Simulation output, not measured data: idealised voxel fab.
This section sets out a process module, namely voxel self aligned contacts.
Shown is cross-section cut, with a width of 170 nm and square cells of size 5 nm.
Cross-section layout: square cells on a grid; listed as bands, top to bottom; a band spans one or more cell rows.
The entry gives the band's vertical extent as a top height and a bottom height in nm, then its horizontal make-up as materials from left to right, each with a width in nm. "blank" stands for empty space; a single material marked "all across" fills the band edge to edge.
Heights are reckoned from 0. Under this level, the received wafer is all of one material. The bottommost band is open-ended downward, for example "top 0, no bottom".
A width given as "30..40" starts at the first number in the band's top row and ends at the second number in its bottom row, shifting by an equal amount at every step from row to row.
The designation "identical to before", where it is given for a processing step, indicates that no cell of the cross-section was altered in the course of that step.
"Sealed internal voids": sealed empty spaces, 8 cells or more, no open way to top, listed width x height at distance, with distance from the left edge and width, height and distance in nm.
Heads up: the bit after the settings on a step's line is the simulator's remark on that step.
For masked steps, "overlay nm" on the step line gives how far right of plan the mask actually lay; a minus sign means it lay to the left.
The steps planned for the process are as follows:
- 1: RECEIVE with material Si
- 2: OXIDIZE with depth nm 5
- 3: DIRECTIONAL_DEP with material polySi, thk nm 30
- 4: DIRECTIONAL_DEP with material SiN, thk nm 20
- 5: PATTERN with tone cover, mask id GATE, material resist, width nm 25, pitch nm 50, thk nm 20, overlay nm 0
- 6: DIRECTIONAL_ETCH with etch materials SiN, depth nm 20
- 7: DIRECTIONAL_ETCH with etch materials polySi, depth nm 30
- 8: STRIP with etch materials resist
- 9: CONFORMAL_DEP with material SiN, thk nm 5
- 10: DIRECTIONAL_ETCH with etch materials SiN, depth nm 5
- 11: FILL_DEP with material SiO2, thk nm 15
- 12: CMP with height nm 55
- 13: MASKED_ETCH with tone open, mask id CONTACT, width nm 35, etch materials SiO2, depth nm 60, overlay nm 0
- 14: CONFORMAL_DEP with material TiN, thk nm 5
- 15: FILL_DEP with material W, thk nm 10
- 16: CMP with height nm 55
- 17: CONFORMAL_DEP with material SiCN, thk nm 5
Cross-section of the incoming wafer, state after step 1:
  top 0, no bottom = Si all across
  Sealed internal voids: none
The module was run from the start shown above using the plan shown above, but one mistake was made doing it; the resulting wafer cross-section is below:
  top 60, bottom 55 = SiCN all across
  top 55, bottom 50 = SiO2: 65  TiN: 35  SiO2: 70
  top 50, bottom 30 = SiN: 50  SiO2: 15  SiN: 35  SiO2: 15  SiN: 55
  top 30, bottom 0 = polySi: 45  SiN: 5  SiO2: 15  SiN: 5  polySi: 25  SiN: 5  SiO2: 15  SiN: 5  polySi: 50
  top 0, bottom -5 = SiO2 all across
  top -5, no bottom = Si all across
  Sealed internal voids: none
Deviation noted in wafer processing: rather than as planned, step 5 actually ran as PATTERN with tone open, mask id GATE, material resist, width nm 25, pitch nm 50, thk nm 20, overlay nm 0
